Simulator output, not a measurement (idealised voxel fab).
process module | voxel transistor to metal
cross-section cut | 160 nm wide | cells 5 nm
A cross-section is a grid of square cells, given in bands from the top down. A band is one or more rows of cells.
Each band's line starts with the height of the band's top and of its bottom, in nm. Then come its materials from left to right, each with its width in nm. One material with "throughout" fills the band from edge to edge. "air" is empty space.
Height 0 is the level under which the wafer as received is all one material. The lowest band goes on downwards, as in "0 down".
A width such as "30 to 40" changes by the same amount from each row of cells to the next, from the band's top row to its bottom row.
"no change" after a step means that no cell of the cross-section changed.
closed voids: empty space of 8 cells or more with no open way to the top, each as width x height at its distance from the left edge, in nm
after a step's settings: what the simulator itself notes on the step
overlay nm, on a step with a mask: how far to the right of its planned place the mask lay; to the left if negative
plan
1 op RECEIVE | material Si
2 op OXIDIZE | depth nm 5
3 op CONFORMAL_DEP | material SiN | thk nm 15
4 op PATTERN | tone cover | mask id ACTIVE | material resist | width nm 120 | thk nm 15 | overlay nm 0
5 op DIRECTIONAL_ETCH | etch materials SiN | depth nm 15
6 op DIRECTIONAL_ETCH | etch materials SiO2 | depth nm 5
7 op DIRECTIONAL_ETCH | etch materials Si | depth nm 35
8 op STRIP | etch materials resist
9 op OXIDIZE | depth nm 5
10 op FILL_DEP | material SiO2 | thk nm 5
11 op CMP | height nm 15
12 op SELECTIVE_ETCH | etch materials SiO2 | depth nm 5
13 op STRIP | etch materials SiN
14 op SELECTIVE_ETCH | etch materials SiO2 | depth nm 5
15 op OXIDIZE | depth nm 5
16 op DIRECTIONAL_DEP | material polySi | thk nm 20
17 op DIRECTIONAL_DEP | material SiCN | thk nm 10
18 op MASKED_ETCH | tone cover | mask id GATE | width nm 30 | etch materials SiCN | depth nm 20 | overlay nm 0
19 op MASKED_ETCH | tone cover | mask id GATE | width nm 30 | etch materials polySi | depth nm 30 | overlay nm 0
20 op CONFORMAL_DEP | material SiO2 | thk nm 5
21 op DIRECTIONAL_ETCH | etch materials SiO2 | depth nm 5
22 op CONFORMAL_DEP | material SiN | thk nm 5
23 op DIRECTIONAL_ETCH | etch materials SiN | depth nm 5
24 op DIRECTIONAL_ETCH | etch materials SiO2 | depth nm 5
25 op DIRECTIONAL_ETCH | etch materials Si | depth nm 15
26 op EPI | material SiGe | thk nm 20
27 op FILL_DEP | material SiO2 | thk nm 10
28 op CMP | height nm 15
29 op STRIP | etch materials polySi
30 op SELECTIVE_ETCH | etch materials SiO2 | depth nm 5
31 op CONFORMAL_DEP | material HfO2 | thk nm 5
32 op CONFORMAL_DEP | material TiN | thk nm 5
33 op FILL_DEP | material W | thk nm 10
34 op CMP | height nm 10
35 op DIRECTIONAL_DEP | material SiO2 | thk nm 10
36 op PATTERN | tone open | mask id CONTACT | material resist | width nm 20 | pitch nm 90 | thk nm 15 | overlay nm 0
37 op DIRECTIONAL_ETCH | etch materials SiO2 | depth nm 25
38 op STRIP | etch materials resist
39 op CONFORMAL_DEP | material TiN | thk nm 5
40 op FILL_DEP | material W | thk nm 5
41 op CMP | height nm 20
42 op DIRECTIONAL_DEP | material TiN | thk nm 5
43 op DIRECTIONAL_DEP | material W | thk nm 20
44 op PATTERN | tone cover | mask id METAL_1 | material resist | width nm 20 | pitch nm 90 | thk nm 20 | overlay nm 0
45 op DIRECTIONAL_ETCH | etch materials W | depth nm 20
46 op DIRECTIONAL_ETCH | etch materials TiN | depth nm 5
47 op STRIP | etch materials resist
48 op CONFORMAL_DEP | material SiN | thk nm 5
49 op FILL_DEP | material SiO2 | thk nm 10
50 op CMP | height nm 45
51 op CONFORMAL_DEP | material SiCN | thk nm 5
52 op DIRECTIONAL_DEP | material SiO2 | thk nm 35
53 op PATTERN | tone open | mask id METAL_2_HOLES | material resist | width nm 15 | pitch nm 90 | thk nm 20 | overlay nm 0
54 op DIRECTIONAL_ETCH | etch materials SiO2 | depth nm 35
55 op STRIP | etch materials resist
56 op PATTERN | tone open | mask id METAL_2 | material resist | width nm 20 | pitch nm 90 | thk nm 15 | overlay nm 0
57 op DIRECTIONAL_ETCH | etch materials SiO2 | depth nm 20
58 op DIRECTIONAL_ETCH | etch materials SiCN | depth nm 5
59 op STRIP | etch materials resist
60 op CONFORMAL_DEP | material TiN | thk nm 5
61 op FILL_DEP | material Cu | thk nm 10
62 op CMP | height nm 85
63 op CONFORMAL_DEP | material SiCN | thk nm 5
first wafer, as planned
as received, after step 1
  0 down: Si throughout
  closed voids: none
after step 2
  0 to -5: SiO2 throughout
  below -5: unchanged
after step 3
  15 to 0: SiN throughout
  below 0: unchanged
after step 4
  30 to 15: air 20 | resist 120 | air 20
  below 15: unchanged
after step 5
  30 to 15: air 20 | resist 120 | air 20
  15 to 0: air 20 | SiN 120 | air 20
  below 0: unchanged
after step 6
  30 to 15: air 20 | resist 120 | air 20
  15 to 0: air 20 | SiN 120 | air 20
  0 to -5: air 20 | SiO2 120 | air 20
  below -5: unchanged
after step 7
  30 to 15: air 20 | resist 120 | air 20
  15 to 0: air 20 | SiN 120 | air 20
  0 to -5: air 20 | SiO2 120 | air 20
  -5 to -40: air 20 | Si 120 | air 20
  below -40: unchanged
after step 8
  15 to 0: air 20 | SiN 120 | air 20
  below 0: unchanged
after step 9
  15 to 0: air 20 | SiN 120 | air 20
  0 to -5: air 20 | SiO2 120 | air 20
  -5 to -40: air 20 | SiO2 5 | Si 110 | SiO2 5 | air 20
  -40 to -45: SiO2 25 | Si 110 | SiO2 25
  below -45: unchanged
after step 10
  20 to 15: SiO2 throughout
  15 to 0: SiO2 20 | SiN 120 | SiO2 20
  0 to -5: SiO2 throughout
  -5 to -45: SiO2 25 | Si 110 | SiO2 25
  below -45: unchanged
after step 11
  15 to 0: SiO2 20 | SiN 120 | SiO2 20
  below 0: unchanged
after step 12
  15 to 10: air 20 | SiN 120 | air 20
  below 10: unchanged
after step 13
  10 to 0: SiO2 20 | air 120 | SiO2 20
  below 0: unchanged
after step 14
  5 to -5: SiO2 15 | air 130 | SiO2 15
  below -5: unchanged
after step 15
  5 to -5: SiO2 15 | air 130 | SiO2 15
  -5 to -10: SiO2 throughout
  below -10: unchanged
after step 16
  25 to 15: polySi 15 | air 130 | polySi 15
  15 to 5: polySi throughout
  5 to -5: SiO2 15 | polySi 130 | SiO2 15
  below -5: unchanged
after step 17
  35 to 25: SiCN 15 | air 130 | SiCN 15
  25 to 15: polySi 15 | SiCN 130 | polySi 15
  below 15: unchanged
after step 18
  25 to 15: polySi 15 | air 50 | SiCN 30 | air 50 | polySi 15
  below 15: unchanged
after step 19
  25 to 15: air 65 | SiCN 30 | air 65
  15 to 5: air 65 | polySi 30 | air 65
  5 to -5: SiO2 15 | air 50 | polySi 30 | air 50 | SiO2 15
  below -5: unchanged
after step 20
  30 to 25: air 60 | SiO2 40 | air 60
  25 to 15: air 60 | SiO2 5 | SiCN 30 | SiO2 5 | air 60
  15 to 10: air 60 | SiO2 5 | polySi 30 | SiO2 5 | air 60
  10 to 0: SiO2 20 | air 40 | SiO2 5 | polySi 30 | SiO2 5 | air 40 | SiO2 20
  0 to -5: SiO2 65 | polySi 30 | SiO2 65
  below -5: unchanged
after step 21
  25 to 15: air 60 | SiO2 5 | SiCN 30 | SiO2 5 | air 60
  15 to 5: air 60 | SiO2 5 | polySi 30 | SiO2 5 | air 60
  5 to -5: SiO2 20 | air 40 | SiO2 5 | polySi 30 | SiO2 5 | air 40 | SiO2 20
  below -5: unchanged
after step 22
  30 to 25: air 55 | SiN 50 | air 55
  25 to 15: air 55 | SiN 5 | SiO2 5 | SiCN 30 | SiO2 5 | SiN 5 | air 55
  15 to 10: air 55 | SiN 5 | SiO2 5 | polySi 30 | SiO2 5 | SiN 5 | air 55
  10 to 5: SiN 25 | air 30 | SiN 5 | SiO2 5 | polySi 30 | SiO2 5 | SiN 5 | air 30 | SiN 25
  5 to 0: SiO2 20 | SiN 5 | air 30 | SiN 5 | SiO2 5 | polySi 30 | SiO2 5 | SiN 5 | air 30 | SiN 5 | SiO2 20
  0 to -5: SiO2 20 | SiN 40 | SiO2 5 | polySi 30 | SiO2 5 | SiN 40 | SiO2 20
  below -5: unchanged
after step 23
  25 to 15: air 55 | SiN 5 | SiO2 5 | SiCN 30 | SiO2 5 | SiN 5 | air 55
  15 to 5: air 55 | SiN 5 | SiO2 5 | polySi 30 | SiO2 5 | SiN 5 | air 55
  5 to -5: SiO2 20 | SiN 5 | air 30 | SiN 5 | SiO2 5 | polySi 30 | SiO2 5 | SiN 5 | air 30 | SiN 5 | SiO2 20
  below -5: unchanged
after step 24
  25 to 20: air 55 | SiN 5 | air 5 | SiCN 30 | air 5 | SiN 5 | air 55
  20 to 15: air 55 | SiN 5 | SiO2 5 | SiCN 30 | SiO2 5 | SiN 5 | air 55
  15 to 5: air 55 | SiN 5 | SiO2 5 | polySi 30 | SiO2 5 | SiN 5 | air 55
  5 to 0: air 20 | SiN 5 | air 30 | SiN 5 | SiO2 5 | polySi 30 | SiO2 5 | SiN 5 | air 30 | SiN 5 | air 20
  0 to -5: SiO2 20 | SiN 5 | air 30 | SiN 5 | SiO2 5 | polySi 30 | SiO2 5 | SiN 5 | air 30 | SiN 5 | SiO2 20
  -5 to -10: SiO2 25 | air 30 | SiO2 50 | air 30 | SiO2 25
  below -10: unchanged
after step 25
  25 to 20: air 55 | SiN 5 | air 5 | SiCN 30 | air 5 | SiN 5 | air 55
  20 to 15: air 55 | SiN 5 | SiO2 5 | SiCN 30 | SiO2 5 | SiN 5 | air 55
  15 to 5: air 55 | SiN 5 | SiO2 5 | polySi 30 | SiO2 5 | SiN 5 | air 55
  5 to 0: air 20 | SiN 5 | air 30 | SiN 5 | SiO2 5 | polySi 30 | SiO2 5 | SiN 5 | air 30 | SiN 5 | air 20
  0 to -5: SiO2 20 | SiN 5 | air 30 | SiN 5 | SiO2 5 | polySi 30 | SiO2 5 | SiN 5 | air 30 | SiN 5 | SiO2 20
  -5 to -10: SiO2 25 | air 30 | SiO2 50 | air 30 | SiO2 25
  -10 to -25: SiO2 25 | air 30 | Si 50 | air 30 | SiO2 25
  below -25: unchanged
after step 26
  25 to 20: air 55 | SiN 5 | air 5 | SiCN 30 | air 5 | SiN 5 | air 55
  20 to 15: air 55 | SiN 5 | SiO2 5 | SiCN 30 | SiO2 5 | SiN 5 | air 55
  15 to 10: air 55 | SiN 5 | SiO2 5 | polySi 30 | SiO2 5 | SiN 5 | air 55
  10 to 5: air 35 | SiGe 20 | SiN 5 | SiO2 5 | polySi 30 | SiO2 5 | SiN 5 | SiGe 20 | air 35
  5 to 0: air 20 | SiN 5 | air 10 | SiGe 20 | SiN 5 | SiO2 5 | polySi 30 | SiO2 5 | SiN 5 | SiGe 20 | air 10 | SiN 5 | air 20
  0 to -5: SiO2 20 | SiN 5 | air 10 | SiGe 20 | SiN 5 | SiO2 5 | polySi 30 | SiO2 5 | SiN 5 | SiGe 20 | air 10 | SiN 5 | SiO2 20
  -5 to -10: SiO2 25 | SiGe 30 | SiO2 50 | SiGe 30 | SiO2 25
  -10 to -25: SiO2 25 | SiGe 30 | Si 50 | SiGe 30 | SiO2 25
  below -25: unchanged
after step 27
  35 to 25: SiO2 throughout
  25 to 15: SiO2 55 | SiN 5 | SiO2 5 | SiCN 30 | SiO2 5 | SiN 5 | SiO2 55
  15 to 10: SiO2 55 | SiN 5 | SiO2 5 | polySi 30 | SiO2 5 | SiN 5 | SiO2 55
  10 to 5: SiO2 35 | SiGe 20 | SiN 5 | SiO2 5 | polySi 30 | SiO2 5 | SiN 5 | SiGe 20 | SiO2 35
  5 to -5: SiO2 20 | SiN 5 | SiO2 10 | SiGe 20 | SiN 5 | SiO2 5 | polySi 30 | SiO2 5 | SiN 5 | SiGe 20 | SiO2 10 | SiN 5 | SiO2 20
  below -5: unchanged
after step 28
  15 to 10: SiO2 55 | SiN 5 | SiO2 5 | polySi 30 | SiO2 5 | SiN 5 | SiO2 55
  below 10: unchanged
after step 29
  15 to 10: SiO2 55 | SiN 5 | SiO2 5 | air 30 | SiO2 5 | SiN 5 | SiO2 55
  10 to 5: SiO2 35 | SiGe 20 | SiN 5 | SiO2 5 | air 30 | SiO2 5 | SiN 5 | SiGe 20 | SiO2 35
  5 to -5: SiO2 20 | SiN 5 | SiO2 10 | SiGe 20 | SiN 5 | SiO2 5 | air 30 | SiO2 5 | SiN 5 | SiGe 20 | SiO2 10 | SiN 5 | SiO2 20
  below -5: unchanged
after step 30
  15 to 10: air 55 | SiN 5 | air 40 | SiN 5 | air 55
  10 to 5: SiO2 35 | SiGe 20 | SiN 5 | air 40 | SiN 5 | SiGe 20 | SiO2 35
  5 to -5: SiO2 20 | SiN 5 | SiO2 10 | SiGe 20 | SiN 5 | air 40 | SiN 5 | SiGe 20 | SiO2 10 | SiN 5 | SiO2 20
  -5 to -10: SiO2 25 | SiGe 30 | SiO2 5 | air 40 | SiO2 5 | SiGe 30 | SiO2 25
  below -10: unchanged
after step 31
  20 to 15: air 50 | HfO2 15 | air 30 | HfO2 15 | air 50
  15 to 10: HfO2 55 | SiN 5 | HfO2 5 | air 30 | HfO2 5 | SiN 5 | HfO2 55
  10 to 5: SiO2 35 | SiGe 20 | SiN 5 | HfO2 5 | air 30 | HfO2 5 | SiN 5 | SiGe 20 | SiO2 35
  5 to -5: SiO2 20 | SiN 5 | SiO2 10 | SiGe 20 | SiN 5 | HfO2 5 | air 30 | HfO2 5 | SiN 5 | SiGe 20 | SiO2 10 | SiN 5 | SiO2 20
  -5 to -10: SiO2 25 | SiGe 30 | SiO2 5 | HfO2 40 | SiO2 5 | SiGe 30 | SiO2 25
  below -10: unchanged
after step 32
  25 to 20: air 45 | TiN 25 | air 20 | TiN 25 | air 45
  20 to 15: TiN 50 | HfO2 15 | TiN 5 | air 20 | TiN 5 | HfO2 15 | TiN 50
  15 to 10: HfO2 55 | SiN 5 | HfO2 5 | TiN 5 | air 20 | TiN 5 | HfO2 5 | SiN 5 | HfO2 55
  10 to 5: SiO2 35 | SiGe 20 | SiN 5 | HfO2 5 | TiN 5 | air 20 | TiN 5 | HfO2 5 | SiN 5 | SiGe 20 | SiO2 35
  5 to 0: SiO2 20 | SiN 5 | SiO2 10 | SiGe 20 | SiN 5 | HfO2 5 | TiN 5 | air 20 | TiN 5 | HfO2 5 | SiN 5 | SiGe 20 | SiO2 10 | SiN 5 | SiO2 20
  0 to -5: SiO2 20 | SiN 5 | SiO2 10 | SiGe 20 | SiN 5 | HfO2 5 | TiN 30 | HfO2 5 | SiN 5 | SiGe 20 | SiO2 10 | SiN 5 | SiO2 20
  below -5: unchanged
after step 33
  35 to 25: W throughout
  25 to 20: W 45 | TiN 25 | W 20 | TiN 25 | W 45
  20 to 15: TiN 50 | HfO2 15 | TiN 5 | W 20 | TiN 5 | HfO2 15 | TiN 50
  15 to 10: HfO2 55 | SiN 5 | HfO2 5 | TiN 5 | W 20 | TiN 5 | HfO2 5 | SiN 5 | HfO2 55
  10 to 5: SiO2 35 | SiGe 20 | SiN 5 | HfO2 5 | TiN 5 | W 20 | TiN 5 | HfO2 5 | SiN 5 | SiGe 20 | SiO2 35
  5 to 0: SiO2 20 | SiN 5 | SiO2 10 | SiGe 20 | SiN 5 | HfO2 5 | TiN 5 | W 20 | TiN 5 | HfO2 5 | SiN 5 | SiGe 20 | SiO2 10 | SiN 5 | SiO2 20
  below 0: unchanged
after step 34
  10 to 5: SiO2 35 | SiGe 20 | SiN 5 | HfO2 5 | TiN 5 | W 20 | TiN 5 | HfO2 5 | SiN 5 | SiGe 20 | SiO2 35
  below 5: unchanged
after step 35
  20 to 10: SiO2 throughout
  below 10: unchanged
after step 36
  35 to 20: resist 25 | air 20 | resist 70 | air 20 | resist 25
  below 20: unchanged
after step 37
  35 to 20: resist 25 | air 20 | resist 70 | air 20 | resist 25
  20 to 10: SiO2 25 | air 20 | SiO2 70 | air 20 | SiO2 25
  10 to 5: SiO2 25 | air 10 | SiGe 20 | SiN 5 | HfO2 5 | TiN 5 | W 20 | TiN 5 | HfO2 5 | SiN 5 | SiGe 20 | air 10 | SiO2 25
  5 to 0: SiO2 20 | SiN 5 | air 10 | SiGe 20 | SiN 5 | HfO2 5 | TiN 5 | W 20 | TiN 5 | HfO2 5 | SiN 5 | SiGe 20 | air 10 | SiN 5 | SiO2 20
  0 to -5: SiO2 20 | SiN 5 | air 10 | SiGe 20 | SiN 5 | HfO2 5 | TiN 30 | HfO2 5 | SiN 5 | SiGe 20 | air 10 | SiN 5 | SiO2 20
  below -5: unchanged
after step 38
  20 to 10: SiO2 25 | air 20 | SiO2 70 | air 20 | SiO2 25
  below 10: unchanged
after step 39
  25 to 20: TiN 30 | air 10 | TiN 80 | air 10 | TiN 30
  20 to 15: SiO2 25 | TiN 5 | air 10 | TiN 5 | SiO2 70 | TiN 5 | air 10 | TiN 5 | SiO2 25
  15 to 10: SiO2 25 | TiN 20 | SiO2 70 | TiN 20 | SiO2 25
  10 to 5: SiO2 25 | TiN 10 | SiGe 20 | SiN 5 | HfO2 5 | TiN 5 | W 20 | TiN 5 | HfO2 5 | SiN 5 | SiGe 20 | TiN 10 | SiO2 25
  5 to 0: SiO2 20 | SiN 5 | TiN 10 | SiGe 20 | SiN 5 | HfO2 5 | TiN 5 | W 20 | TiN 5 | HfO2 5 | SiN 5 | SiGe 20 | TiN 10 | SiN 5 | SiO2 20
  0 to -5: SiO2 20 | SiN 5 | TiN 10 | SiGe 20 | SiN 5 | HfO2 5 | TiN 30 | HfO2 5 | SiN 5 | SiGe 20 | TiN 10 | SiN 5 | SiO2 20
  below -5: unchanged
after step 40
  30 to 25: W throughout
  25 to 20: TiN 30 | W 10 | TiN 80 | W 10 | TiN 30
  20 to 15: SiO2 25 | TiN 5 | W 10 | TiN 5 | SiO2 70 | TiN 5 | W 10 | TiN 5 | SiO2 25
  below 15: unchanged
after step 41
  20 to 15: SiO2 25 | TiN 5 | W 10 | TiN 5 | SiO2 70 | TiN 5 | W 10 | TiN 5 | SiO2 25
  below 15: unchanged
after step 42
  25 to 20: TiN throughout
  below 20: unchanged
after step 43
  45 to 25: W throughout
  below 25: unchanged
after step 44
  65 to 45: air 25 | resist 20 | air 70 | resist 20 | air 25
  below 45: unchanged
after step 45
  65 to 45: air 25 | resist 20 | air 70 | resist 20 | air 25
  45 to 25: air 25 | W 20 | air 70 | W 20 | air 25
  below 25: unchanged
after step 46
  65 to 45: air 25 | resist 20 | air 70 | resist 20 | air 25
  45 to 25: air 25 | W 20 | air 70 | W 20 | air 25
  25 to 20: air 25 | TiN 20 | air 70 | TiN 20 | air 25
  below 20: unchanged
after step 47
  45 to 25: air 25 | W 20 | air 70 | W 20 | air 25
  below 25: unchanged
after step 48
  50 to 45: air 20 | SiN 30 | air 60 | SiN 30 | air 20
  45 to 25: air 20 | SiN 5 | W 20 | SiN 5 | air 60 | SiN 5 | W 20 | SiN 5 | air 20
  25 to 20: SiN 25 | TiN 20 | SiN 70 | TiN 20 | SiN 25
  below 20: unchanged
after step 49
  60 to 50: SiO2 throughout
  50 to 45: SiO2 20 | SiN 30 | SiO2 60 | SiN 30 | SiO2 20
  45 to 25: SiO2 20 | SiN 5 | W 20 | SiN 5 | SiO2 60 | SiN 5 | W 20 | SiN 5 | SiO2 20
  below 25: unchanged
after step 50
  45 to 25: SiO2 20 | SiN 5 | W 20 | SiN 5 | SiO2 60 | SiN 5 | W 20 | SiN 5 | SiO2 20
  below 25: unchanged
after step 51
  50 to 45: SiCN throughout
  below 45: unchanged
after step 52
  85 to 50: SiO2 throughout
  below 50: unchanged
after step 53
  105 to 85: resist 25 | air 15 | resist 75 | air 15 | resist 30
  below 85: unchanged
after step 54
  105 to 85: resist 25 | air 15 | resist 75 | air 15 | resist 30
  85 to 50: SiO2 25 | air 15 | SiO2 75 | air 15 | SiO2 30
  below 50: unchanged
after step 55
  85 to 50: SiO2 25 | air 15 | SiO2 75 | air 15 | SiO2 30
  below 50: unchanged
after step 56
  100 to 85: resist 25 | air 20 | resist 70 | air 20 | resist 25
  below 85: unchanged
after step 57
  100 to 85: resist 25 | air 20 | resist 70 | air 20 | resist 25
  85 to 65: SiO2 25 | air 20 | SiO2 70 | air 20 | SiO2 25
  below 65: unchanged
after step 58
  100 to 85: resist 25 | air 20 | resist 70 | air 20 | resist 25
  85 to 65: SiO2 25 | air 20 | SiO2 70 | air 20 | SiO2 25
  65 to 50: SiO2 25 | air 15 | SiO2 75 | air 15 | SiO2 30
  50 to 45: SiCN 25 | air 15 | SiCN 75 | air 15 | SiCN 30
  below 45: unchanged
after step 59
  85 to 65: SiO2 25 | air 20 | SiO2 70 | air 20 | SiO2 25
  below 65: unchanged
after step 60
  90 to 85: TiN 30 | air 10 | TiN 80 | air 10 | TiN 30
  85 to 70: SiO2 25 | TiN 5 | air 10 | TiN 5 | SiO2 70 | TiN 5 | air 10 | TiN 5 | SiO2 25
  70 to 65: SiO2 25 | TiN 5 | air 5 | TiN 10 | SiO2 70 | TiN 5 | air 5 | TiN 10 | SiO2 25
  65 to 50: SiO2 25 | TiN 5 | air 5 | TiN 5 | SiO2 75 | TiN 5 | air 5 | TiN 5 | SiO2 30
  50 to 45: SiCN 25 | TiN 15 | SiCN 75 | TiN 15 | SiCN 30
  below 45: unchanged
after step 61
  100 to 90: Cu throughout
  90 to 85: TiN 30 | Cu 10 | TiN 80 | Cu 10 | TiN 30
  85 to 70: SiO2 25 | TiN 5 | Cu 10 | TiN 5 | SiO2 70 | TiN 5 | Cu 10 | TiN 5 | SiO2 25
  70 to 65: SiO2 25 | TiN 5 | Cu 5 | TiN 10 | SiO2 70 | TiN 5 | Cu 5 | TiN 10 | SiO2 25
  65 to 50: SiO2 25 | TiN 5 | Cu 5 | TiN 5 | SiO2 75 | TiN 5 | Cu 5 | TiN 5 | SiO2 30
  below 50: unchanged
after step 62
  85 to 70: SiO2 25 | TiN 5 | Cu 10 | TiN 5 | SiO2 70 | TiN 5 | Cu 10 | TiN 5 | SiO2 25
  below 70: unchanged
after step 63
  90 to 85: SiCN throughout
  below 85: unchanged
second wafer: like start, like plan, one mistake. Through step 30 it matches the first wafer
when step 31 should have ended: no change
when step 32 should have ended
  20 to 15: air 50 | TiN 15 | air 30 | TiN 15 | air 50
  15 to 10: TiN 55 | SiN 5 | TiN 5 | air 30 | TiN 5 | SiN 5 | TiN 55
  10 to 5: SiO2 35 | SiGe 20 | SiN 5 | TiN 5 | air 30 | TiN 5 | SiN 5 | SiGe 20 | SiO2 35
  5 to -5: SiO2 20 | SiN 5 | SiO2 10 | SiGe 20 | SiN 5 | TiN 5 | air 30 | TiN 5 | SiN 5 | SiGe 20 | SiO2 10 | SiN 5 | SiO2 20
  -5 to -10: SiO2 25 | SiGe 30 | SiO2 5 | TiN 40 | SiO2 5 | SiGe 30 | SiO2 25
  below -10: unchanged
when step 33 should have ended
  30 to 20: W throughout
  20 to 15: W 50 | TiN 15 | W 30 | TiN 15 | W 50
  15 to 10: TiN 55 | SiN 5 | TiN 5 | W 30 | TiN 5 | SiN 5 | TiN 55
  10 to 5: SiO2 35 | SiGe 20 | SiN 5 | TiN 5 | W 30 | TiN 5 | SiN 5 | SiGe 20 | SiO2 35
  5 to -5: SiO2 20 | SiN 5 | SiO2 10 | SiGe 20 | SiN 5 | TiN 5 | W 30 | TiN 5 | SiN 5 | SiGe 20 | SiO2 10 | SiN 5 | SiO2 20
  below -5: unchanged
when step 34 should have ended
  10 to 5: SiO2 35 | SiGe 20 | SiN 5 | TiN 5 | W 30 | TiN 5 | SiN 5 | SiGe 20 | SiO2 35
  below 5: unchanged
when step 35 should have ended
  20 to 10: SiO2 throughout
  below 10: unchanged
when step 36 should have ended
  35 to 20: resist 25 | air 20 | resist 70 | air 20 | resist 25
  below 20: unchanged
when step 37 should have ended
  35 to 20: resist 25 | air 20 | resist 70 | air 20 | resist 25
  20 to 10: SiO2 25 | air 20 | SiO2 70 | air 20 | SiO2 25
  10 to 5: SiO2 25 | air 10 | SiGe 20 | SiN 5 | TiN 5 | W 30 | TiN 5 | SiN 5 | SiGe 20 | air 10 | SiO2 25
  5 to -5: SiO2 20 | SiN 5 | air 10 | SiGe 20 | SiN 5 | TiN 5 | W 30 | TiN 5 | SiN 5 | SiGe 20 | air 10 | SiN 5 | SiO2 20
  below -5: unchanged
when step 38 should have ended
  20 to 10: SiO2 25 | air 20 | SiO2 70 | air 20 | SiO2 25
  below 10: unchanged
when step 39 should have ended
  25 to 20: TiN 30 | air 10 | TiN 80 | air 10 | TiN 30
  20 to 15: SiO2 25 | TiN 5 | air 10 | TiN 5 | SiO2 70 | TiN 5 | air 10 | TiN 5 | SiO2 25
  15 to 10: SiO2 25 | TiN 20 | SiO2 70 | TiN 20 | SiO2 25
  10 to 5: SiO2 25 | TiN 10 | SiGe 20 | SiN 5 | TiN 5 | W 30 | TiN 5 | SiN 5 | SiGe 20 | TiN 10 | SiO2 25
  5 to -5: SiO2 20 | SiN 5 | TiN 10 | SiGe 20 | SiN 5 | TiN 5 | W 30 | TiN 5 | SiN 5 | SiGe 20 | TiN 10 | SiN 5 | SiO2 20
  below -5: unchanged
when step 40 should have ended
  30 to 25: W throughout
  25 to 20: TiN 30 | W 10 | TiN 80 | W 10 | TiN 30
  20 to 15: SiO2 25 | TiN 5 | W 10 | TiN 5 | SiO2 70 | TiN 5 | W 10 | TiN 5 | SiO2 25
  below 15: unchanged
when step 41 should have ended
  20 to 15: SiO2 25 | TiN 5 | W 10 | TiN 5 | SiO2 70 | TiN 5 | W 10 | TiN 5 | SiO2 25
  below 15: unchanged
when step 42 should have ended
  25 to 20: TiN throughout
  below 20: unchanged
when step 43 should have ended
  45 to 25: W throughout
  below 25: unchanged
when step 44 should have ended
  65 to 45: air 25 | resist 20 | air 70 | resist 20 | air 25
  below 45: unchanged
when step 45 should have ended
  65 to 45: air 25 | resist 20 | air 70 | resist 20 | air 25
  45 to 25: air 25 | W 20 | air 70 | W 20 | air 25
  below 25: unchanged
when step 46 should have ended
  65 to 45: air 25 | resist 20 | air 70 | resist 20 | air 25
  45 to 25: air 25 | W 20 | air 70 | W 20 | air 25
  25 to 20: air 25 | TiN 20 | air 70 | TiN 20 | air 25
  below 20: unchanged
when step 47 should have ended
  45 to 25: air 25 | W 20 | air 70 | W 20 | air 25
  below 25: unchanged
when step 48 should have ended
  50 to 45: air 20 | SiN 30 | air 60 | SiN 30 | air 20
  45 to 25: air 20 | SiN 5 | W 20 | SiN 5 | air 60 | SiN 5 | W 20 | SiN 5 | air 20
  25 to 20: SiN 25 | TiN 20 | SiN 70 | TiN 20 | SiN 25
  below 20: unchanged
when step 49 should have ended
  60 to 50: SiO2 throughout
  50 to 45: SiO2 20 | SiN 30 | SiO2 60 | SiN 30 | SiO2 20
  45 to 25: SiO2 20 | SiN 5 | W 20 | SiN 5 | SiO2 60 | SiN 5 | W 20 | SiN 5 | SiO2 20
  below 25: unchanged
when step 50 should have ended
  45 to 25: SiO2 20 | SiN 5 | W 20 | SiN 5 | SiO2 60 | SiN 5 | W 20 | SiN 5 | SiO2 20
  below 25: unchanged
when step 51 should have ended
  50 to 45: SiCN throughout
  below 45: unchanged
when step 52 should have ended
  85 to 50: SiO2 throughout
  below 50: unchanged
when step 53 should have ended
  105 to 85: resist 25 | air 15 | resist 75 | air 15 | resist 30
  below 85: unchanged
when step 54 should have ended
  105 to 85: resist 25 | air 15 | resist 75 | air 15 | resist 30
  85 to 50: SiO2 25 | air 15 | SiO2 75 | air 15 | SiO2 30
  below 50: unchanged
when step 55 should have ended
  85 to 50: SiO2 25 | air 15 | SiO2 75 | air 15 | SiO2 30
  below 50: unchanged
when step 56 should have ended
  100 to 85: resist 25 | air 20 | resist 70 | air 20 | resist 25
  below 85: unchanged
when step 57 should have ended
  100 to 85: resist 25 | air 20 | resist 70 | air 20 | resist 25
  85 to 65: SiO2 25 | air 20 | SiO2 70 | air 20 | SiO2 25
  below 65: unchanged
when step 58 should have ended
  100 to 85: resist 25 | air 20 | resist 70 | air 20 | resist 25
  85 to 65: SiO2 25 | air 20 | SiO2 70 | air 20 | SiO2 25
  65 to 50: SiO2 25 | air 15 | SiO2 75 | air 15 | SiO2 30
  50 to 45: SiCN 25 | air 15 | SiCN 75 | air 15 | SiCN 30
  below 45: unchanged
when step 59 should have ended
  85 to 65: SiO2 25 | air 20 | SiO2 70 | air 20 | SiO2 25
  below 65: unchanged
when step 60 should have ended
  90 to 85: TiN 30 | air 10 | TiN 80 | air 10 | TiN 30
  85 to 70: SiO2 25 | TiN 5 | air 10 | TiN 5 | SiO2 70 | TiN 5 | air 10 | TiN 5 | SiO2 25
  70 to 65: SiO2 25 | TiN 5 | air 5 | TiN 10 | SiO2 70 | TiN 5 | air 5 | TiN 10 | SiO2 25
  65 to 50: SiO2 25 | TiN 5 | air 5 | TiN 5 | SiO2 75 | TiN 5 | air 5 | TiN 5 | SiO2 30
  50 to 45: SiCN 25 | TiN 15 | SiCN 75 | TiN 15 | SiCN 30
  below 45: unchanged
when step 61 should have ended
  100 to 90: Cu throughout
  90 to 85: TiN 30 | Cu 10 | TiN 80 | Cu 10 | TiN 30
  85 to 70: SiO2 25 | TiN 5 | Cu 10 | TiN 5 | SiO2 70 | TiN 5 | Cu 10 | TiN 5 | SiO2 25
  70 to 65: SiO2 25 | TiN 5 | Cu 5 | TiN 10 | SiO2 70 | TiN 5 | Cu 5 | TiN 10 | SiO2 25
  65 to 50: SiO2 25 | TiN 5 | Cu 5 | TiN 5 | SiO2 75 | TiN 5 | Cu 5 | TiN 5 | SiO2 30
  below 50: unchanged
when step 62 should have ended
  85 to 70: SiO2 25 | TiN 5 | Cu 10 | TiN 5 | SiO2 70 | TiN 5 | Cu 10 | TiN 5 | SiO2 25
  below 70: unchanged
when step 63 should have ended
  90 to 85: SiCN throughout
  below 85: unchanged
what went wrong: step 31 was left out
at the end the second wafer has, in cells: 14 fewer of HfO2 | 4 more of TiN | 10 more of W
